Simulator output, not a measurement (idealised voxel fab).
The name of this process module is voxel self aligned contacts.
Cross-section cut: width 290 nm, square cells of 5 nm.
If you're reading a cross-section in this doc, picture square cells in a grid; it comes to you as bands, top ones listed first down to the bottom, and a band can be one or more rows of cells.
Band: top height; bottom height; in nm. Then, left to right: material with width in nm, for each material. "throughout": a single material spanning edge to edge. "blank": empty space.
Heights are reckoned from 0. Under this level, the received wafer is all of one material. The bottommost band is open-ended downward, for example "0 nm and below".
Per-row width for "30 to 40": begins at first number (top row of band), ends at second number (bottom row), increment between rows held constant.
Step note "stayed the same" = no cross-section cell changed.
What "Voids, fully enclosed" gives you is every empty space of 8 cells or more that is cut off from the top. Each appears as width x height at distance, with the distance taken from the left edge and width, height and distance all in nm.
Step line, after settings: the simulator's comment on this step.
The line of a step may include "overlay nm". On a step with a mask, this value is how far to the right of its planned place the mask lay. A negative value means the mask lay to the left.

**Process steps foreseen in the plan**
1: RECEIVE (material Si)
2: CONFORMAL_DEP (material SiO2; thk nm 5)
3: DIRECTIONAL_DEP (material polySi; thk nm 25)
4: DIRECTIONAL_DEP (material SiN; thk nm 25)
5: PATTERN (tone cover; mask id GATE; material resist; width nm 25; pitch nm 60; thk nm 15; overlay nm 0)
6: DIRECTIONAL_ETCH (etch materials SiN; depth nm 25)
7: DIRECTIONAL_ETCH (etch materials polySi; depth nm 25)
8: STRIP (etch materials resist)
9: CONFORMAL_DEP (material SiN; thk nm 10)
10: DIRECTIONAL_ETCH (etch materials SiN; depth nm 10)
11: FILL_DEP (material SiO2; thk nm 15)
12: CMP (height nm 65)
13: DIRECTIONAL_DEP (material aC; thk nm 10)
14: PATTERN (tone open; mask id CONTACT; material resist; width nm 45; pitch nm 60; thk nm 30; overlay nm 0)
15: DIRECTIONAL_ETCH (etch materials aC; depth nm 10)
16: STRIP (etch materials resist)
17: DIRECTIONAL_ETCH (etch materials SiO2; depth nm 65)
18: STRIP (etch materials aC)
19: CONFORMAL_DEP (material TiN; thk nm 5)
20: FILL_DEP (material W; thk nm 10)
21: CMP (height nm 65)
22: CONFORMAL_DEP (material SiCN; thk nm 5)

**This is the cross-section of the wafer as we received it, i.e. after step 1**
  0 nm and below | Si throughout
  Voids, fully enclosed: none

**First of two wafers: cross-section at end of module, run per plan**
  70 nm to 65 nm | SiCN throughout
  65 nm to 55 nm | 90 SiO2 / 5 to 20 TiN / 35 to 5 W / 5 to 20 TiN / 15 SiO2 / 5 to 20 TiN / 35 to 5 W / 5 to 20 TiN / 95 SiO2
  55 nm to 30 nm | 60 SiO2 / 45 SiN / 5 TiN / 5 W / 5 TiN / 45 SiN / 5 TiN / 5 W / 5 TiN / 45 SiN / 65 SiO2
  30 nm to 5 nm | 60 SiO2 / 10 SiN / 25 polySi / 10 SiN / 5 TiN / 5 W / 5 TiN / 10 SiN / 25 polySi / 10 SiN / 5 TiN / 5 W / 5 TiN / 10 SiN / 25 polySi / 10 SiN / 65 SiO2
  5 nm to 0 nm | 105 SiO2 / 15 TiN / 45 SiO2 / 15 TiN / 110 SiO2
  0 nm and below | Si throughout
  Voids, fully enclosed: none

**Module end: cross-section of wafer two of two. Same start and process plan as the first wafer. One mistake during execution**
  70 nm to 65 nm | SiCN throughout
  65 nm to 60 nm | 90 SiO2 / 5 TiN / 35 W / 5 TiN / 15 SiO2 / 5 TiN / 35 W / 5 TiN / 95 SiO2
  60 nm to 55 nm | 90 SiO2 / 45 TiN / 15 SiO2 / 45 TiN / 95 SiO2
  55 nm to 30 nm | 55 SiO2 / 55 SiN / 5 TiN / 55 SiN / 5 TiN / 55 SiN / 60 SiO2
  30 nm to 5 nm | 55 SiO2 / 10 SiN / 35 polySi / 10 SiN / 5 TiN / 10 SiN / 35 polySi / 10 SiN / 5 TiN / 10 SiN / 35 polySi / 10 SiN / 60 SiO2
  5 nm to 0 nm | 110 SiO2 / 5 TiN / 55 SiO2 / 5 TiN / 115 SiO2
  0 nm and below | Si throughout
  Voids, fully enclosed: none
Against the plan, the run slipped here: step 5: run off-plan, actual operation and settings PATTERN (tone cover; mask id GATE; material resist; width nm 35; pitch nm 60; thk nm 15; overlay nm 0)
Count the cells at the end and the second wafer has more or fewer of some materials than the first: SiN +30; SiO2 -16; TiN -22; W -22; polySi +30
